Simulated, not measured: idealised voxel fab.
The following is a process module called voxel self aligned vias.
FYI the section here is cut, 210 nm wide, cells are 5 nm squares.
Each cross-section below is a grid of square cells, stated as bands in top-down order, with one or more rows of cells making up each band.
Basically the band line says how high the top is and how high the bottom is, in nm, and then what's in it from left to right, every material with its width in nm. Empty space shows up as "blank", and if a single material carries "everywhere" it runs the full band edge to edge.
Beneath 0, the wafer as received is one material, and that level is where height counting begins. The lowest band goes on downward without a bottom; it is written like "top 0, no bottom".
Width: "30..40" (first number = top row, second number = bottom row, same change from row to row of cells).
"stayed the same" means the step left every cell of the cross-section as it was.
"Sealed internal voids" specifies each empty space that is not open to the top and that occupies no fewer than 8 cells, using the form width x height at distance, the distance measured from the left edge and all three quantities in nm.
The remark found on a step's line after its settings is issued by the simulator itself and pertains to that step.
On any step carrying a mask, the "overlay nm" setting, if present on the step's line, tells how far right of its planned place the mask lay; negative values point to the left.

Planned process steps:
1 RECEIVE [material Si]
2 CONFORMAL_DEP [material SiO2] [thk nm 15]
3 CONFORMAL_DEP [material SiCN] [thk nm 5]
4 DIRECTIONAL_DEP [material SiO2] [thk nm 25]
5 PATTERN [tone open] [mask id LINES] [material resist] [width nm 20] [pitch nm 60] [thk nm 15] [overlay nm 0]
6 DIRECTIONAL_ETCH [etch materials SiO2] [depth nm 25]
7 STRIP [etch materials resist]
8 CONFORMAL_DEP [material TiN] [thk nm 5]
9 FILL_DEP [material Ru] [thk nm 5]
10 CMP [height nm 45]
11 SELECTIVE_ETCH [etch materials W Ru TiN] [depth nm 10]
12 FILL_DEP [material SiN] [thk nm 5]
13 CMP [height nm 45]
14 DIRECTIONAL_DEP [material SiO2] [thk nm 20]
15 DIRECTIONAL_DEP [material aC] [thk nm 10]
16 PATTERN [tone open] [mask id VIAS] [material resist] [width nm 30] [thk nm 30] [overlay nm 0]
17 DIRECTIONAL_ETCH [etch materials aC] [depth nm 10]
18 STRIP [etch materials resist]
19 DIRECTIONAL_ETCH [etch materials SiO2] [depth nm 20]
20 DIRECTIONAL_ETCH [etch materials SiN] [depth nm 10]
21 STRIP [etch materials aC]
22 CONFORMAL_DEP [material TiN] [thk nm 5]
23 FILL_DEP [material Cu] [thk nm 5]
24 CMP [height nm 65]
25 CONFORMAL_DEP [material SiCN] [thk nm 5]

What follows covers the first of two wafers; it ran as planned:

As received (post step 1): cross-section:
    top 0, no bottom | Si everywhere
    Sealed internal voids: none

Cross-sectional representation of the wafer at the conclusion of step 2:
    top 15, bottom 0 | SiO2 everywhere
    Nothing below the height 0 has changed.

Cross-sectional representation of the wafer at the conclusion of step 3:
    top 20, bottom 15 | SiCN everywhere
    Nothing below the height 15 has changed.

Cross-sectional representation of the wafer at the conclusion of step 4:
    top 45, bottom 20 | SiO2 everywhere
    Nothing below the height 20 has changed.

Cross-sectional representation of the wafer at the conclusion of step 5:
    top 60, bottom 45 | resist 65 nm, blank 20 nm, resist 40 nm, blank 20 nm, resist 65 nm
    Nothing below the height 45 has changed.

Cross-sectional representation of the wafer at the conclusion of step 6:
    top 60, bottom 45 | resist 65 nm, blank 20 nm, resist 40 nm, blank 20 nm, resist 65 nm
    top 45, bottom 20 | SiO2 65 nm, blank 20 nm, SiO2 40 nm, blank 20 nm, SiO2 65 nm
    Nothing below the height 20 has changed.

Cross-sectional representation of the wafer at the conclusion of step 7:
    top 45, bottom 20 | SiO2 65 nm, blank 20 nm, SiO2 40 nm, blank 20 nm, SiO2 65 nm
    Nothing below the height 20 has changed.

Cross-sectional representation of the wafer at the conclusion of step 8:
    top 50, bottom 45 | TiN 70 nm, blank 10 nm, TiN 50 nm, blank 10 nm, TiN 70 nm
    top 45, bottom 25 | SiO2 65 nm, TiN 5 nm, blank 10 nm, TiN 5 nm, SiO2 40 nm, TiN 5 nm, blank 10 nm, TiN 5 nm, SiO2 65 nm
    top 25, bottom 20 | SiO2 65 nm, TiN 20 nm, SiO2 40 nm, TiN 20 nm, SiO2 65 nm
    Nothing below the height 20 has changed.

Cross-sectional representation of the wafer at the conclusion of step 9:
    top 55, bottom 50 | Ru everywhere
    top 50, bottom 45 | TiN 70 nm, Ru 10 nm, TiN 50 nm, Ru 10 nm, TiN 70 nm
    top 45, bottom 25 | SiO2 65 nm, TiN 5 nm, Ru 10 nm, TiN 5 nm, SiO2 40 nm, TiN 5 nm, Ru 10 nm, TiN 5 nm, SiO2 65 nm
    Nothing below the height 25 has changed.

Cross-sectional representation of the wafer at the conclusion of step 10:
    top 45, bottom 25 | SiO2 65 nm, TiN 5 nm, Ru 10 nm, TiN 5 nm, SiO2 40 nm, TiN 5 nm, Ru 10 nm, TiN 5 nm, SiO2 65 nm
    Nothing below the height 25 has changed.

Cross-sectional representation of the wafer at the conclusion of step 11:
    top 45, bottom 35 | SiO2 65 nm, blank 20 nm, SiO2 40 nm, blank 20 nm, SiO2 65 nm
    Nothing below the height 35 has changed.

Cross-sectional representation of the wafer at the conclusion of step 12:
    top 50, bottom 45 | SiN everywhere
    top 45, bottom 35 | SiO2 65 nm, SiN 20 nm, SiO2 40 nm, SiN 20 nm, SiO2 65 nm
    Nothing below the height 35 has changed.

Cross-sectional representation of the wafer at the conclusion of step 13:
    top 45, bottom 35 | SiO2 65 nm, SiN 20 nm, SiO2 40 nm, SiN 20 nm, SiO2 65 nm
    Nothing below the height 35 has changed.

Cross-sectional representation of the wafer at the conclusion of step 14:
    top 65, bottom 45 | SiO2 everywhere
    Nothing below the height 45 has changed.

Cross-sectional representation of the wafer at the conclusion of step 15:
    top 75, bottom 65 | aC everywhere
    Nothing below the height 65 has changed.

Cross-sectional representation of the wafer at the conclusion of step 16:
    top 105, bottom 75 | resist 60 nm, blank 30 nm, resist 120 nm
    Nothing below the height 75 has changed.

Cross-sectional representation of the wafer at the conclusion of step 17:
    top 95, bottom 75 | resist 60 nm, blank 30 nm, resist 120 nm
    top 75, bottom 65 | aC 60 nm, blank 30 nm, aC 120 nm
    Nothing below the height 65 has changed.

Cross-sectional representation of the wafer at the conclusion of step 18:
    top 75, bottom 65 | aC 60 nm, blank 30 nm, aC 120 nm
    Nothing below the height 65 has changed.

Cross-sectional representation of the wafer at the conclusion of step 19:
    top 75, bottom 65 | aC 60 nm, blank 30 nm, aC 120 nm
    top 65, bottom 45 | SiO2 60 nm, blank 30 nm, SiO2 120 nm
    Nothing below the height 45 has changed.

Cross-sectional representation of the wafer at the conclusion of step 20:
    top 75, bottom 65 | aC 60 nm, blank 30 nm, aC 120 nm
    top 65, bottom 45 | SiO2 60 nm, blank 30 nm, SiO2 120 nm
    top 45, bottom 35 | SiO2 65 nm, blank 20 nm, SiO2 40 nm, SiN 20 nm, SiO2 65 nm
    Nothing below the height 35 has changed.

Cross-sectional representation of the wafer at the conclusion of step 21:
    top 65, bottom 45 | SiO2 60 nm, blank 30 nm, SiO2 120 nm
    Nothing below the height 45 has changed.

Cross-sectional representation of the wafer at the conclusion of step 22:
    top 70, bottom 65 | TiN 65 nm, blank 20 nm, TiN 125 nm
    top 65, bottom 50 | SiO2 60 nm, TiN 5 nm, blank 20 nm, TiN 5 nm, SiO2 120 nm
    top 50, bottom 45 | SiO2 60 nm, TiN 10 nm, blank 10 nm, TiN 10 nm, SiO2 120 nm
    top 45, bottom 40 | SiO2 65 nm, TiN 5 nm, blank 10 nm, TiN 5 nm, SiO2 40 nm, SiN 20 nm, SiO2 65 nm
    top 40, bottom 35 | SiO2 65 nm, TiN 20 nm, SiO2 40 nm, SiN 20 nm, SiO2 65 nm
    Nothing below the height 35 has changed.

Cross-sectional representation of the wafer at the conclusion of step 23:
    top 75, bottom 70 | Cu everywhere
    top 70, bottom 65 | TiN 65 nm, Cu 20 nm, TiN 125 nm
    top 65, bottom 50 | SiO2 60 nm, TiN 5 nm, Cu 20 nm, TiN 5 nm, SiO2 120 nm
    top 50, bottom 45 | SiO2 60 nm, TiN 10 nm, Cu 10 nm, TiN 10 nm, SiO2 120 nm
    top 45, bottom 40 | SiO2 65 nm, TiN 5 nm, Cu 10 nm, TiN 5 nm, SiO2 40 nm, SiN 20 nm, SiO2 65 nm
    Nothing below the height 40 has changed.

Cross-sectional representation of the wafer at the conclusion of step 24:
    top 65, bottom 50 | SiO2 60 nm, TiN 5 nm, Cu 20 nm, TiN 5 nm, SiO2 120 nm
    Nothing below the height 50 has changed.

Cross-sectional representation of the wafer at the conclusion of step 25:
    top 70, bottom 65 | SiCN everywhere
    Nothing below the height 65 has changed.

Second wafer, same starting conditions and recipe as the first, one mistake in executing it, nothing differs from the first up to and including step 15:

Second wafer shown in cross-section at the time step 16 was slated to end:
    top 105, bottom 75 | blank 60 nm, resist 30 nm, blank 120 nm
    Nothing below the height 75 has changed.

Second wafer shown in cross-section at the time step 17 was slated to end:
    top 95, bottom 75 | blank 60 nm, resist 30 nm, blank 120 nm
    top 75, bottom 65 | blank 60 nm, aC 30 nm, blank 120 nm
    Nothing below the height 65 has changed.

Second wafer shown in cross-section at the time step 18 was slated to end:
    top 75, bottom 65 | blank 60 nm, aC 30 nm, blank 120 nm
    Nothing below the height 65 has changed.

Second wafer shown in cross-section at the time step 19 was slated to end:
    top 75, bottom 65 | blank 60 nm, aC 30 nm, blank 120 nm
    top 65, bottom 45 | blank 60 nm, SiO2 30 nm, blank 120 nm
    Nothing below the height 45 has changed.

Second wafer shown in cross-section at the time step 20 was slated to end:
    top 75, bottom 65 | blank 60 nm, aC 30 nm, blank 120 nm
    top 65, bottom 45 | blank 60 nm, SiO2 30 nm, blank 120 nm
    top 45, bottom 35 | SiO2 65 nm, SiN 20 nm, SiO2 40 nm, blank 20 nm, SiO2 65 nm
    Nothing below the height 35 has changed.

Second wafer shown in cross-section at the time step 21 was slated to end:
    top 65, bottom 45 | blank 60 nm, SiO2 30 nm, blank 120 nm
    Nothing below the height 45 has changed.

Second wafer shown in cross-section at the time step 22 was slated to end:
    top 70, bottom 65 | blank 55 nm, TiN 40 nm, blank 115 nm
    top 65, bottom 50 | blank 55 nm, TiN 5 nm, SiO2 30 nm, TiN 5 nm, blank 115 nm
    top 50, bottom 45 | TiN 60 nm, SiO2 30 nm, TiN 40 nm, blank 10 nm, TiN 70 nm
    top 45, bottom 40 | SiO2 65 nm, SiN 20 nm, SiO2 40 nm, TiN 5 nm, blank 10 nm, TiN 5 nm, SiO2 65 nm
    top 40, bottom 35 | SiO2 65 nm, SiN 20 nm, SiO2 40 nm, TiN 20 nm, SiO2 65 nm
    Nothing below the height 35 has changed.

Second wafer shown in cross-section at the time step 23 was slated to end:
    top 75, bottom 70 | Cu everywhere
    top 70, bottom 65 | Cu 55 nm, TiN 40 nm, Cu 115 nm
    top 65, bottom 50 | Cu 55 nm, TiN 5 nm, SiO2 30 nm, TiN 5 nm, Cu 115 nm
    top 50, bottom 45 | TiN 60 nm, SiO2 30 nm, TiN 40 nm, Cu 10 nm, TiN 70 nm
    top 45, bottom 40 | SiO2 65 nm, SiN 20 nm, SiO2 40 nm, TiN 5 nm, Cu 10 nm, TiN 5 nm, SiO2 65 nm
    Nothing below the height 40 has changed.

Second wafer shown in cross-section at the time step 24 was slated to end:
    top 65, bottom 50 | Cu 55 nm, TiN 5 nm, SiO2 30 nm, TiN 5 nm, Cu 115 nm
    Nothing below the height 50 has changed.

Second wafer shown in cross-section at the time step 25 was slated to end:
    top 70, bottom 65 | SiCN everywhere
    Nothing below the height 65 has changed.
Here's what went sideways: the process deviated at step 16: the operation and settings actually run there were PATTERN [tone cover] [mask id VIAS] [material resist] [width nm 30] [thk nm 30] [overlay nm 0]
Wafer comparison, final, in cells, second relative to first, materials more or fewer: 90 more of Cu; 120 fewer of SiO2; 30 more of TiN
